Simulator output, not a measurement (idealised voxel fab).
The process module presented herein is designated voxel trench capacitor.
Cross-section cut: width 230 nm, square cells of 5 nm.
The cross-sections in this document take the form of a grid made of square cells. They are written out as bands, in order from top to bottom. Each band consists of one or more rows of cells. The band entry comprises the height of the band's top followed by the height of its bottom, expressed in nm, and subsequently the band's materials from left to right, each stated together with its width in nm. Where a single material is marked with the word "throughout", that material fills the band from edge to edge. The word "blank" represents empty space. Beneath 0, the wafer as received is one material, and that level is where height counting begins. The lowest band goes on downward without a bottom; it is written like "0 and below". It should be noted that a width expressed as "30->40" varies in equal increments from row to row of cells within the band, taking the value of the first number at the top row and that of the second number at the bottom row. Basically "identical to before" means that step didn't change any cell in the cross-section. Voids not open to the top, 8 cells minimum: see "Completely sealed voids". Written width x height at distance; distance is from the left edge; nm. Formally, on a step line, whatever follows the settings is a remark that the simulator itself makes on the step. You can add "overlay nm" to a step's line. For a step with a mask, it describes how far the mask lay to the right of its planned position, and a negative number describes a lay to the left.
So here's the lineup of process steps we planned:
step 1: RECEIVE with material Si
step 2: CONFORMAL_DEP with material SiN, thk nm 5
step 3: MASKED_ETCH with tone open, mask id TRENCH, width nm 15, pitch nm 30, etch materials SiN, depth nm 5, overlay nm 0
step 4: MASKED_ETCH with tone open, mask id TRENCH, width nm 15, pitch nm 30, etch materials Si, depth nm 35, overlay nm 0
step 5: CONFORMAL_DEP with material Al2O3, thk nm 5
step 6: FILL_DEP with material polySi, thk nm 5
step 7: CMP with height nm 5
Cross-section of the wafer as it came to us, i.e., already through step 1:
* 0 and below = Si throughout
* Completely sealed voids: none
Final cross-section, module run with one mistake (start and plan as above):
* 5 down to 0 = Al2O3 60 nm; SiN 15 nm; Al2O3 15 nm; SiN 15 nm; Al2O3 15 nm; SiN 15 nm; Al2O3 15 nm; SiN 15 nm; Al2O3 65 nm
* 0 and below = Si throughout
* Completely sealed voids: none
Diagnosis: step 3 off recipe, ran as MASKED_ETCH with tone cover, mask id TRENCH, width nm 15, pitch nm 30, etch materials SiN, depth nm 5, overlay nm 0
